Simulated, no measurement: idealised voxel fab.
process module | voxel capacitor over wiring
cross-section cut | 210 nm wide | cells 5 nm
A cross-section is a grid of square cells, given in bands from the top down. A band is one or more rows of cells.
Each band's line starts with the height of the band's top and of its bottom, in nm. Then come its materials from left to right, each with its width in nm. One material with "throughout" fills the band from edge to edge. "air" is empty space.
Height 0 is the level under which the wafer as received is all one material. The lowest band goes on downwards, as in "0 down".
A width such as "30 to 40" changes by the same amount from each row of cells to the next, from the band's top row to its bottom row.
"no change" after a step means that no cell of the cross-section changed.
closed voids: empty space of 8 cells or more with no open way to the top, each as width x height at its distance from the left edge, in nm
after a step's settings: what the simulator itself notes on the step
overlay nm, on a step with a mask: how far to the right of its planned place the mask lay; to the left if negative
plan
1 op RECEIVE | material Si
2 op CONFORMAL_DEP | material SiO2 | thk nm 15
3 op DIRECTIONAL_DEP | material TiN | thk nm 5
4 op DIRECTIONAL_DEP | material W | thk nm 20
5 op PATTERN | tone cover | mask id METAL_1 | material resist | width nm 25 | pitch nm 85 | thk nm 15 | overlay nm -15
6 op DIRECTIONAL_ETCH | etch materials W | depth nm 20
7 op DIRECTIONAL_ETCH | etch materials TiN | depth nm 5
8 op STRIP | etch materials resist
9 op CONFORMAL_DEP | material SiN | thk nm 5
10 op FILL_DEP | material lowk | thk nm 5
11 op CMP | height nm 40
12 op CONFORMAL_DEP | material SiCN | thk nm 5
13 op DIRECTIONAL_DEP | material lowk | thk nm 15
14 op DIRECTIONAL_DEP | material aC | thk nm 15
15 op PATTERN | tone open | mask id PLUG_1 | material resist | width nm 15 | thk nm 30 | overlay nm 0
16 op DIRECTIONAL_ETCH | etch materials aC | depth nm 15
17 op STRIP | etch materials resist
18 op DIRECTIONAL_ETCH | etch materials lowk | depth nm 15
19 op DIRECTIONAL_ETCH | etch materials SiCN | depth nm 5
20 op STRIP | etch materials aC
21 op EPI | material Ru | thk nm 10
22 op EPI | material Ru | thk nm 10
23 op DIRECTIONAL_DEP | material TiN | thk nm 10
24 op DIRECTIONAL_DEP | material SiN | thk nm 5
25 op DIRECTIONAL_DEP | material TiN | thk nm 5
26 op PATTERN | tone cover | mask id UPPER_PLATE | material resist | width nm 65 | thk nm 15 | overlay nm 0
27 op DIRECTIONAL_ETCH | etch materials TiN | depth nm 5
28 op DIRECTIONAL_ETCH | etch materials SiN | depth nm 5
29 op STRIP | etch materials resist
30 op PATTERN | tone cover | mask id LOWER_PLATE | material resist | width nm 75 | thk nm 20 | overlay nm 0
31 op DIRECTIONAL_ETCH | etch materials TiN | depth nm 10
32 op STRIP | etch materials resist
33 op FILL_DEP | material SiO2 | thk nm 15
34 op CMP | height nm 90
35 op DIRECTIONAL_DEP | material aC | thk nm 10
36 op PATTERN | tone open | mask id PLUG_2 | material resist | width nm 15 | thk nm 30 | overlay nm 0
37 op DIRECTIONAL_ETCH | etch materials aC | depth nm 10
38 op STRIP | etch materials resist
39 op DIRECTIONAL_ETCH | etch materials SiO2 | depth nm 10
40 op STRIP | etch materials aC
41 op CONFORMAL_DEP | material TiN | thk nm 5
42 op FILL_DEP | material Ru | thk nm 10
43 op CMP | height nm 90
44 op CONFORMAL_DEP | material SiCN | thk nm 5
varied across the wafers: overlay nm of step 5. The plan shows the first wafer's value. All wafers start alike
first wafer as received, after step 1
  0 down: Si throughout
  closed voids: none
each wafer at the end: cells of each material gained (+) or lost (-) since it was received, then its closed voids
overlay nm -15 | +1 Ru | +81 SiCN | +61 SiN | +328 SiO2 | +58 TiN | +40 W | +229 lowk | closed voids: none
overlay nm -10 | +13 Ru | +81 SiCN | +61 SiN | +316 SiO2 | +58 TiN | +40 W | +229 lowk | closed voids: none
overlay nm -5 | +13 Ru | +81 SiCN | +61 SiN | +316 SiO2 | +58 TiN | +40 W | +229 lowk | closed voids: none
overlay nm 0 | +13 Ru | +81 SiCN | +61 SiN | +316 SiO2 | +58 TiN | +40 W | +229 lowk | closed voids: none
overlay nm 5 | +13 Ru | +81 SiCN | +61 SiN | +316 SiO2 | +58 TiN | +40 W | +229 lowk | closed voids: none
overlay nm 10 | +13 Ru | +81 SiCN | +61 SiN | +316 SiO2 | +58 TiN | +40 W | +229 lowk | closed voids: none
overlay nm 15 | +13 Ru | +81 SiCN | +61 SiN | +316 SiO2 | +58 TiN | +40 W | +229 lowk | closed voids: none
